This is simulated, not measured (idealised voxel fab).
process module | voxel released beams
cross-section cut | 235 nm wide | cells 5 nm
A cross-section is a grid of square cells, given in bands from the top down. A band is one or more rows of cells.
Each band's line starts with the height of the band's top and of its bottom, in nm. Then come its materials from left to right, each with its width in nm. One material with "throughout" fills the band from edge to edge. "air" is empty space.
Height 0 is the level under which the wafer as received is all one material. The lowest band goes on downwards, as in "0 down".
A width such as "30 to 40" changes by the same amount from each row of cells to the next, from the band's top row to its bottom row.
"no change" after a step means that no cell of the cross-section changed.
closed voids: empty space of 8 cells or more with no open way to the top, each as width x height at its distance from the left edge, in nm
after a step's settings: what the simulator itself notes on the step
overlay nm, on a step with a mask: how far to the right of its planned place the mask lay; to the left if negative
plan
1 op RECEIVE | material Si
2 op CONFORMAL_DEP | material Al2O3 | thk nm 10
3 op DIRECTIONAL_DEP | material SiO2 | thk nm 15
4 op MASKED_ETCH | tone open | mask id ANCHOR | width nm 30 | etch materials SiO2 | depth nm 15 | overlay nm 0
5 op CONFORMAL_DEP | material polySi | thk nm 10
6 op MASKED_ETCH | tone cover | mask id BEAM | width nm 90 | etch materials polySi | depth nm 10 | overlay nm 0
7 op STRIP | etch materials SiO2
varied across the wafers: width nm of step 6. The plan shows the first wafer's value. All wafers start alike
first wafer as received, after step 1
  0 down: Si throughout
  closed voids: none
each wafer at the end: cells of each material gained (+) or lost (-) since it was received, then its closed voids
width nm 90 | +94 Al2O3 | +48 polySi | closed voids: none
width nm 95 | +94 Al2O3 | +50 polySi | closed voids: none
width nm 100 | +94 Al2O3 | +52 polySi | closed voids: none
width nm 105 | +94 Al2O3 | +54 polySi | closed voids: none
width nm 110 | +94 Al2O3 | +56 polySi | closed voids: none
width nm 115 | +94 Al2O3 | +58 polySi | closed voids: none
